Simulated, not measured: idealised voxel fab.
You're looking at the process module voxel wiring stack.
170 nm wide, 5 nm square cells: that's cross-section cut.
This document writes a cross-section as a grid whose cells are square, and gives it as bands, listed from the top down; one or more rows of cells form a band. Heights first: top, then bottom, in nm. Then materials, left to right, each with a width in nm. "edge to edge" on a single material: fills the band edge to edge. "air": empty space. Below 0: as-received wafer, all one material; heights counted from there. Lowest band: no bottom, goes on down, written "from 0 down". Top row gets the first number, bottom row gets the second, and each row in between changes by the same step: that is how a band width like "30 to 40" works. Any step labelled "left unchanged" changed none of the cells in the cross-section. Reported under the label "Sealed internal voids" are the empty spaces having no open way to the top and comprising 8 cells or more; the notation for each is width x height at distance, in which the distance is measured from the left edge and all three values are in nm. What comes after the settings on a step's line is commentary from the simulator itself on that step. overlay nm: for a step with a mask, the amount by which the mask lay right of where it was planned; a negative amount means left of it.
Process steps foreseen in the plan:
step 1: RECEIVE [material Si]
step 2: CONFORMAL_DEP [material SiO2] [thk nm 10]
step 3: DIRECTIONAL_DEP [material TiN] [thk nm 5]
step 4: DIRECTIONAL_DEP [material Ru] [thk nm 25]
step 5: DIRECTIONAL_DEP [material aC] [thk nm 10]
step 6: PATTERN [tone cover] [mask id METAL_1] [material resist] [width nm 20] [pitch nm 35] [thk nm 30] [overlay nm 0]
step 7: DIRECTIONAL_ETCH [etch materials aC] [depth nm 10]
step 8: STRIP [etch materials resist]
step 9: DIRECTIONAL_ETCH [etch materials Ru] [depth nm 25]
step 10: DIRECTIONAL_ETCH [etch materials TiN] [depth nm 5]
step 11: STRIP [etch materials aC]
step 12: CONFORMAL_DEP [material SiN] [thk nm 5]
step 13: FILL_DEP [material lowk] [thk nm 10]
step 14: CMP [height nm 40]
step 15: CONFORMAL_DEP [material SiCN] [thk nm 5]
step 16: DIRECTIONAL_DEP [material lowk] [thk nm 25]
step 17: DIRECTIONAL_DEP [material aC] [thk nm 15]
step 18: PATTERN [tone open] [mask id METAL_2] [material resist] [width nm 20] [pitch nm 35] [thk nm 30] [overlay nm 0]
step 19: DIRECTIONAL_ETCH [etch materials aC] [depth nm 15]
step 20: STRIP [etch materials resist]
step 21: DIRECTIONAL_ETCH [etch materials lowk] [depth nm 15]
step 22: STRIP [etch materials aC]
step 23: DIRECTIONAL_DEP [material aC] [thk nm 10]
step 24: PATTERN [tone open] [mask id METAL_2_HOLES] [material resist] [width nm 15] [pitch nm 35] [thk nm 25] [overlay nm 0]
step 25: DIRECTIONAL_ETCH [etch materials aC] [depth nm 10]
step 26: STRIP [etch materials resist]
step 27: DIRECTIONAL_ETCH [etch materials lowk] [depth nm 10]
step 28: DIRECTIONAL_ETCH [etch materials SiCN] [depth nm 5]
step 29: STRIP [etch materials aC]
step 30: CONFORMAL_DEP [material TiN] [thk nm 5]
step 31: FILL_DEP [material Ru] [thk nm 5]
step 32: CMP [height nm 70]
step 33: CONFORMAL_DEP [material SiCN] [thk nm 5]
Wafer as received: cross-section following step 1:
* from 0 down: Si edge to edge
* Sealed internal voids: none
Post-module cross-section of the first of two wafers (run per plan):
* from 75 to 70: SiCN edge to edge
* from 70 to 60: lowk 40 nm / TiN 5 nm / Ru 10 nm / TiN 5 nm / lowk 15 nm / TiN 5 nm / Ru 10 nm / TiN 5 nm / lowk 15 nm / TiN 5 nm / Ru 10 nm / TiN 5 nm / lowk 40 nm
* from 60 to 55: lowk 40 nm / TiN 5 nm / Ru 5 nm / TiN 10 nm / lowk 15 nm / TiN 5 nm / Ru 5 nm / TiN 10 nm / lowk 15 nm / TiN 5 nm / Ru 5 nm / TiN 10 nm / lowk 40 nm
* from 55 to 45: lowk 40 nm / TiN 5 nm / Ru 5 nm / TiN 5 nm / lowk 20 nm / TiN 5 nm / Ru 5 nm / TiN 5 nm / lowk 20 nm / TiN 5 nm / Ru 5 nm / TiN 5 nm / lowk 45 nm
* from 45 to 40: SiCN 40 nm / TiN 15 nm / SiCN 20 nm / TiN 15 nm / SiCN 20 nm / TiN 15 nm / SiCN 45 nm
* from 40 to 15: lowk 35 nm / SiN 5 nm / Ru 20 nm / SiN 5 nm / lowk 5 nm / SiN 5 nm / Ru 20 nm / SiN 5 nm / lowk 5 nm / SiN 5 nm / Ru 20 nm / SiN 5 nm / lowk 35 nm
* from 15 to 10: SiN 40 nm / TiN 20 nm / SiN 15 nm / TiN 20 nm / SiN 15 nm / TiN 20 nm / SiN 40 nm
* from 10 to 0: SiO2 edge to edge
* from 0 down: Si edge to edge
* Sealed internal voids: none
Now the second wafer, cross-sectioned at the end of the module. Nothing different at the start, nothing different in the plan compared with the first, just one mistake when it was actually run:
* from 75 to 70: SiCN edge to edge
* from 70 to 60: lowk 40 nm / TiN 5 nm / Ru 10 nm / TiN 5 nm / lowk 15 nm / TiN 5 nm / Ru 10 nm / TiN 5 nm / lowk 15 nm / TiN 5 nm / Ru 10 nm / TiN 5 nm / lowk 40 nm
* from 60 to 55: lowk 40 nm / TiN 5 nm / Ru 5 nm / TiN 10 nm / lowk 15 nm / TiN 5 nm / Ru 5 nm / TiN 10 nm / lowk 15 nm / TiN 5 nm / Ru 5 nm / TiN 10 nm / lowk 40 nm
* from 55 to 45: lowk 40 nm / TiN 5 nm / Ru 5 nm / TiN 5 nm / lowk 20 nm / TiN 5 nm / Ru 5 nm / TiN 5 nm / lowk 20 nm / TiN 5 nm / Ru 5 nm / TiN 5 nm / lowk 45 nm
* from 45 to 40: SiCN 40 nm / TiN 15 nm / SiCN 20 nm / TiN 15 nm / SiCN 20 nm / TiN 15 nm / SiCN 45 nm
* from 40 to 35: lowk 35 nm / SiN 30 nm / lowk 5 nm / SiN 30 nm / lowk 5 nm / SiN 30 nm / lowk 35 nm
* from 35 to 15: lowk 35 nm / SiN 5 nm / Ru 20 nm / SiN 5 nm / lowk 5 nm / SiN 5 nm / Ru 20 nm / SiN 5 nm / lowk 5 nm / SiN 5 nm / Ru 20 nm / SiN 5 nm / lowk 35 nm
* from 15 to 10: SiN 40 nm / TiN 20 nm / SiN 15 nm / TiN 20 nm / SiN 15 nm / TiN 20 nm / SiN 40 nm
* from 10 to 0: SiO2 edge to edge
* from 0 down: Si edge to edge
* Sealed internal voids: none
What was done differently from what was planned? step 4 was processed under conditions differing from the plan, specifically as DIRECTIONAL_DEP [material Ru] [thk nm 20]
Per the end-of-run cell counts, the second wafer holds more or fewer of some materials than the first: Ru -12; SiN +12
